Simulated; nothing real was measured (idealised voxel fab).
process module | voxel released beams
cross-section cut | 140 nm wide | cells 5 nm
A cross-section is a grid of square cells, given in bands from the top down. A band is one or more rows of cells.
Each band's line starts with the height of the band's top and of its bottom, in nm. Then come its materials from left to right, each with its width in nm. One material with "throughout" fills the band from edge to edge. "air" is empty space.
Height 0 is the level under which the wafer as received is all one material. The lowest band goes on downwards, as in "0 down".
A width such as "30 to 40" changes by the same amount from each row of cells to the next, from the band's top row to its bottom row.
"no change" after a step means that no cell of the cross-section changed.
closed voids: empty space of 8 cells or more with no open way to the top, each as width x height at its distance from the left edge, in nm
after a step's settings: what the simulator itself notes on the step
overlay nm, on a step with a mask: how far to the right of its planned place the mask lay; to the left if negative
plan
1 op RECEIVE | material Si
2 op CONFORMAL_DEP | material Al2O3 | thk nm 5
3 op DIRECTIONAL_DEP | material SiO2 | thk nm 15
4 op PATTERN | tone open | mask id ANCHOR | material resist | width nm 30 | thk nm 15 | overlay nm 0
5 op DIRECTIONAL_ETCH | etch materials SiO2 | depth nm 15
6 op STRIP | etch materials resist
7 op CONFORMAL_DEP | material W | thk nm 10
8 op MASKED_ETCH | tone cover | mask id BEAM | width nm 85 | etch materials W | depth nm 10 | overlay nm 0
9 op STRIP | etch materials SiO2
as received, after step 1
  0 down: Si throughout
  closed voids: none
first wafer at the end, as planned
  30 to 20: air 25 | W 15 | air 10 | W 60 | air 30
  20 to 15: air 30 | W 10 | air 10 | W 10 | air 80
  15 to 5: air 30 | W 30 | air 80
  5 to 0: Al2O3 throughout
  0 down: Si throughout
  closed voids: none
second wafer at the end: like start, like plan, one mistake
  30 to 20: air 25 | W 45 | air 70
  20 to 15: air 20 | W 10 | SiO2 30 | W 10 | air 70
  15 to 5: air 20 | W 10 | SiO2 30 | W 50 | air 30
  5 to 0: Al2O3 throughout
  0 down: Si throughout
  closed voids: none
what went wrong: step 4 ran as: op PATTERN | tone cover | mask id ANCHOR | material resist | width nm 30 | thk nm 15 | overlay nm 0
at the end the second wafer has, in cells: 18 more of SiO2
